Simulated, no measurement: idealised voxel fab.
Presented below is a process module, voxel double patterning.
The cross-section shown here is cut; it is 235 nm wide and divided into square cells measuring 5 nm on a side.
Throughout this document, each cross-section is represented as a grid of square cells and is presented as a sequence of bands enumerated from the top downward, where a band comprises one or more rows of cells. Each band's line starts with the height of the band's top and of its bottom, in nm. Then come its materials from left to right, each with its width in nm. One material with "everywhere" fills the band from edge to edge. "empty" is empty space. Convention: height 0 is the level below which the wafer, as received, is all one material. The lowest band does not terminate at the bottom but continues downward, represented as "0..down". The two numbers in a width such as "30 to 40" mark its ends across the band: the first belongs to the top row of cells, the second to the bottom row, and from each row to the next the width moves by the same amount. "changes: none" for a step: no cell of the cross-section changed in that step. Under "Enclosed void entries" you'll find the enclosed gaps, the ones with no way out to the top, that are 8 cells or bigger; each reads width x height at distance, with distance counted from the left edge, everything in nm. If you see something after the settings on a step's line, that's the simulator's own remark about that step. "overlay nm", when on a step's line for a step with a mask, measures how far to the right of its planned place the mask lay; a negative measure means to the left. Reading key. Pairs: pre-step and post-step cross-section, one process step apart; post-step view only to lowest changed band. Step between + settings: beneath pair. Runs: pairs may be from different runs of this module, same starting wafer. Continuation from pair above: only where "State before step" entry says.

**State before step**
35..30  55 nm SiCN, 25 nm empty, 5 nm SiCN, 15 nm empty, 5 nm SiCN, 25 nm empty, 5 nm SiCN, 15 nm empty, 5 nm SiCN, 25 nm empty, 55 nm SiCN
30..10  55 nm SiO2, 25 nm empty, 5 nm SiO2, 15 nm empty, 5 nm SiO2, 25 nm empty, 5 nm SiO2, 15 nm empty, 5 nm SiO2, 25 nm empty, 55 nm SiO2
10..0  SiN everywhere
0..down  Si everywhere
Enclosed void entries: none

**Post-Step Appearance**
30..10  55 nm SiO2, 25 nm empty, 5 nm SiO2, 15 nm empty, 5 nm SiO2, 25 nm empty, 5 nm SiO2, 15 nm empty, 5 nm SiO2, 25 nm empty, 55 nm SiO2
Anything lower than 10 is untouched.
Enclosed void entries: none
Which operation links the two cross-sections above? op STRIP | etch materials SiCN

**State before step**
35..30  SiCN everywhere
30..10  SiO2 everywhere
10..0  SiN everywhere
0..down  Si everywhere
Enclosed void entries: none

**Post-Step Appearance**
35..30  65 nm SiCN, 15 nm empty, 35 nm SiCN, 15 nm empty, 35 nm SiCN, 15 nm empty, 55 nm SiCN
Anything lower than 30 is untouched.
Enclosed void entries: none
Which operation links the two cross-sections above? op MASKED_ETCH | tone open | mask id FIRST | width nm 15 | pitch nm 50 | etch materials SiCN | depth nm 5 | overlay nm 5

State before step: Please consult the pair immediately above; the cross-section it shows after its step is the state before this step.

**Post-Step Appearance**
50..45  65 nm aC, 15 nm empty, 35 nm aC, 15 nm empty, 35 nm aC, 15 nm empty, 55 nm aC
45..35  aC everywhere
35..30  65 nm SiCN, 15 nm aC, 35 nm SiCN, 15 nm aC, 35 nm SiCN, 15 nm aC, 55 nm SiCN
Anything lower than 30 is untouched.
Enclosed void entries: none
Which operation links the two cross-sections above? op DIRECTIONAL_DEP | material aC | thk nm 15

State before step: Please consult the pair immediately above; the cross-section it shows after its step is the state before this step.

**Post-Step Appearance**
85..50  85 nm resist, 15 nm empty, 35 nm resist, 15 nm empty, 85 nm resist
50..45  65 nm aC, 15 nm resist, 35 nm aC, 15 nm resist, 35 nm aC, 15 nm resist, 55 nm aC
Anything lower than 45 is untouched.
Enclosed void entries: none
Which operation links the two cross-sections above? op PATTERN | tone open | mask id SECOND | material resist | width nm 15 | pitch nm 50 | thk nm 35 | overlay nm 0

State before step: Please consult the pair immediately above; the cross-section it shows after its step is the state before this step.

**Post-Step Appearance**
70..50  85 nm resist, 15 nm empty, 35 nm resist, 15 nm empty, 85 nm resist
50..45  65 nm aC, 15 nm resist, 5 nm aC, 15 nm empty, 15 nm aC, 15 nm resist, 5 nm aC, 15 nm empty, 15 nm aC, 15 nm resist, 55 nm aC
45..35  85 nm aC, 15 nm empty, 35 nm aC, 15 nm empty, 85 nm aC
Anything lower than 35 is untouched.
Enclosed void entries: none
Which operation links the two cross-sections above? op DIRECTIONAL_ETCH | etch materials aC | depth nm 15

State before step: Please consult the pair immediately above; the cross-section it shows after its step is the state before this step.

**Post-Step Appearance**
50..45  65 nm aC, 15 nm empty, 5 nm aC, 15 nm empty, 15 nm aC, 15 nm empty, 5 nm aC, 15 nm empty, 15 nm aC, 15 nm empty, 55 nm aC
Anything lower than 45 is untouched.
Enclosed void entries: none
Which operation links the two cross-sections above? op STRIP | etch materials resist

State before step: Please consult the pair immediately above; the cross-section it shows after its step is the state before this step.

**Post-Step Appearance**
50..45  65 nm aC, 15 nm empty, 5 nm aC, 15 nm empty, 15 nm aC, 15 nm empty, 5 nm aC, 15 nm empty, 15 nm aC, 15 nm empty, 55 nm aC
45..35  85 nm aC, 15 nm empty, 35 nm aC, 15 nm empty, 85 nm aC
35..30  65 nm SiCN, 15 nm aC, 5 nm SiCN, 15 nm empty, 15 nm SiCN, 15 nm aC, 5 nm SiCN, 15 nm empty, 15 nm SiCN, 15 nm aC, 55 nm SiCN
Anything lower than 30 is untouched.
Enclosed void entries: none
Which operation links the two cross-sections above? op DIRECTIONAL_ETCH | etch materials SiCN | depth nm 5

State before step: Please consult the pair immediately above; the cross-section it shows after its step is the state before this step.

**Post-Step Appearance**
35..30  65 nm SiCN, 15 nm empty, 5 nm SiCN, 15 nm empty, 15 nm SiCN, 15 nm empty, 5 nm SiCN, 15 nm empty, 15 nm SiCN, 15 nm empty, 55 nm SiCN
Anything lower than 30 is untouched.
Enclosed void entries: none
Which operation links the two cross-sections above? op STRIP | etch materials aC

State before step: Please consult the pair immediately above; the cross-section it shows after its step is the state before this step.

**Post-Step Appearance**
35..30  65 nm SiCN, 15 nm empty, 5 nm SiCN, 15 nm empty, 15 nm SiCN, 15 nm empty, 5 nm SiCN, 15 nm empty, 15 nm SiCN, 15 nm empty, 55 nm SiCN
30..10  65 nm SiO2, 15 nm empty, 5 nm SiO2, 15 nm empty, 15 nm SiO2, 15 nm empty, 5 nm SiO2, 15 nm empty, 15 nm SiO2, 15 nm empty, 55 nm SiO2
Anything lower than 10 is untouched.
Enclosed void entries: none
Which operation links the two cross-sections above? op DIRECTIONAL_ETCH | etch materials SiO2 | depth nm 20

State before step: Please consult the pair immediately above; the cross-section it shows after its step is the state before this step.

**Post-Step Appearance**
30..10  65 nm SiO2, 15 nm empty, 5 nm SiO2, 15 nm empty, 15 nm SiO2, 15 nm empty, 5 nm SiO2, 15 nm empty, 15 nm SiO2, 15 nm empty, 55 nm SiO2
Anything lower than 10 is untouched.
Enclosed void entries: none
Which operation links the two cross-sections above? op STRIP | etch materials SiCN

**State before step**
30..10  SiO2 everywhere
10..0  SiN everywhere
0..down  Si everywhere
Enclosed void entries: none

**Post-Step Appearance**
35..30  SiN everywhere
Anything lower than 30 is untouched.
Enclosed void entries: none
Which operation links the two cross-sections above? op DIRECTIONAL_DEP | material SiN | thk nm 5

State before step: Please consult the pair immediately above; the cross-section it shows after its step is the state before this step.

**Post-Step Appearance**
50..35  aC everywhere
Anything lower than 35 is untouched.
Enclosed void entries: none
Which operation links the two cross-sections above? op DIRECTIONAL_DEP | material aC | thk nm 15

State before step: Please consult the pair immediately above; the cross-section it shows after its step is the state before this step.

**Post-Step Appearance**
85..50  85 nm resist, 15 nm empty, 35 nm resist, 15 nm empty, 85 nm resist
Anything lower than 50 is untouched.
Enclosed void entries: none
Which operation links the two cross-sections above? op PATTERN | tone open | mask id SECOND | material resist | width nm 15 | pitch nm 50 | thk nm 35 | overlay nm 0

State before step: Please consult the pair immediately above; the cross-section it shows after its step is the state before this step.

**Post-Step Appearance**
70..50  85 nm resist, 15 nm empty, 35 nm resist, 15 nm empty, 85 nm resist
50..35  85 nm aC, 15 nm empty, 35 nm aC, 15 nm empty, 85 nm aC
Anything lower than 35 is untouched.
Enclosed void entries: none
Which operation links the two cross-sections above? op DIRECTIONAL_ETCH | etch materials aC | depth nm 15

State before step: Please consult the pair immediately above; the cross-section it shows after its step is the state before this step.

**Post-Step Appearance**
50..35  85 nm aC, 15 nm empty, 35 nm aC, 15 nm empty, 85 nm aC
Anything lower than 35 is untouched.
Enclosed void entries: none
Which operation links the two cross-sections above? op STRIP | etch materials resist

State before step: Please consult the pair immediately above; the cross-section it shows after its step is the state before this step.

**Post-Step Appearance**
35..30  SiN everywhere
Anything lower than 30 is untouched.
Enclosed void entries: none
Which operation links the two cross-sections above? op STRIP | etch materials aC

**State before step**
50..45  60 nm aC, 15 nm empty, 35 nm aC, 15 nm empty, 35 nm aC, 15 nm empty, 60 nm aC
45..35  aC everywhere
35..30  60 nm SiCN, 15 nm aC, 35 nm SiCN, 15 nm aC, 35 nm SiCN, 15 nm aC, 60 nm SiCN
30..10  SiO2 everywhere
10..0  SiN everywhere
0..down  Si everywhere
Enclosed void entries: none

**Post-Step Appearance**
85..50  85 nm empty, 15 nm resist, 35 nm empty, 15 nm resist, 85 nm empty
Anything lower than 50 is untouched.
Enclosed void entries: none
Which operation links the two cross-sections above? op PATTERN | tone cover | mask id SECOND | material resist | width nm 15 | pitch nm 50 | thk nm 35 | overlay nm 0

State before step: Please consult the pair immediately above; the cross-section it shows after its step is the state before this step.

**Post-Step Appearance**
70..50  85 nm empty, 15 nm resist, 35 nm empty, 15 nm resist, 85 nm empty
50..35  85 nm empty, 15 nm aC, 35 nm empty, 15 nm aC, 85 nm empty
35..30  60 nm SiCN, 15 nm empty, 35 nm SiCN, 15 nm empty, 35 nm SiCN, 15 nm empty, 60 nm SiCN
Anything lower than 30 is untouched.
Enclosed void entries: none
Which operation links the two cross-sections above? op DIRECTIONAL_ETCH | etch materials aC | depth nm 15

State before step: Please consult the pair immediately above; the cross-section it shows after its step is the state before this step.

**Post-Step Appearance**
50..35  85 nm empty, 15 nm aC, 35 nm empty, 15 nm aC, 85 nm empty
Anything lower than 35 is untouched.
Enclosed void entries: none
Which operation links the two cross-sections above? op STRIP | etch materials resist

State before step: Please consult the pair immediately above; the cross-section it shows after its step is the state before this step.

**Post-Step Appearance**
50..35  85 nm empty, 15 nm aC, 35 nm empty, 15 nm aC, 85 nm empty
35..30  85 nm empty, 15 nm SiCN, 35 nm empty, 15 nm SiCN, 85 nm empty
Anything lower than 30 is untouched.
Enclosed void entries: none
Which operation links the two cross-sections above? op DIRECTIONAL_ETCH | etch materials SiCN | depth nm 5

State before step: Please consult the pair immediately above; the cross-section it shows after its step is the state before this step.

**Post-Step Appearance**
35..30  85 nm empty, 15 nm SiCN, 35 nm empty, 15 nm SiCN, 85 nm empty
Anything lower than 30 is untouched.
Enclosed void entries: none
Which operation links the two cross-sections above? op STRIP | etch materials aC

State before step: Please consult the pair immediately above; the cross-section it shows after its step is the state before this step.

**Post-Step Appearance**
35..30  85 nm empty, 15 nm SiCN, 35 nm empty, 15 nm SiCN, 85 nm empty
30..10  85 nm empty, 15 nm SiO2, 35 nm empty, 15 nm SiO2, 85 nm empty
Anything lower than 10 is untouched.
Enclosed void entries: none
Which operation links the two cross-sections above? op DIRECTIONAL_ETCH | etch materials SiO2 | depth nm 20

State before step: Please consult the pair immediately above; the cross-section it shows after its step is the state before this step.

**Post-Step Appearance**
30..10  85 nm empty, 15 nm SiO2, 35 nm empty, 15 nm SiO2, 85 nm empty
Anything lower than 10 is untouched.
Enclosed void entries: none
Which operation links the two cross-sections above? op STRIP | etch materials SiCN
